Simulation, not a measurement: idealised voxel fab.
Documented hereafter: the process module known as voxel local oxidation.
We display cut, a cross-section 190 nm in width whose square cells are each 5 nm.
The cross-sections in this document take the form of a grid made of square cells. They are written out as bands, in order from top to bottom. Each band consists of one or more rows of cells.
Band entry format. Leading values: height of top, height of bottom, nm. Remainder: materials in left-to-right order, each with its width in nm. Special words: "everywhere" on a single material, which then fills the band edge to edge; "empty", empty space.
It should be noted that heights are counted from 0, beneath which the wafer as supplied is of one material throughout, and that the lowest band possesses no lower boundary but continues downward, as written in "0 -> down".
You'd read "30..40" like this: the band's top row of cells is as wide as the first number, its bottom row is as wide as the second, and going down, every row changes width by the same amount as the row before did.
Step note "no change" = no cross-section cell changed.
Closed empty spaces (no open way to the top) of 8 cells or more are what "Catalogued sealed voids" lists, each as width x height at distance from the left edge, nm for all three.
Heads up: the bit after the settings on a step's line is the simulator's remark on that step.
overlay nm: on a step with a mask, how far right of its planned place the mask lay; negative means left.

[Process steps (planned)]
- 1: RECEIVE [material Si]
- 2: OXIDIZE [depth nm 5]
- 3: CONFORMAL_DEP [material SiN] [thk nm 15]
- 4: MASKED_ETCH [tone cover] [mask id ACTIVE] [width nm 90] [etch materials SiN] [depth nm 15] [overlay nm 0]
- 5: SELECTIVE_ETCH [etch materials SiO2] [depth nm 5]
- 6: OXIDIZE [depth nm 10]
- 7: STRIP [etch materials SiN]

[Incoming wafer, cross-sectional view, post step 1]
  0 -> down: Si everywhere
  Catalogued sealed voids: none

[End-of-module cross-section. Starting structure and process plan as above; one mistake made in running it]
  -5 -> -15: empty 65 nm, Si 60 nm, empty 65 nm
  -15 -> down: Si everywhere
  Catalogued sealed voids: none
Finding, execution versus plan: step 7: run off-plan, actual operation and settings STRIP [etch materials SiO2]
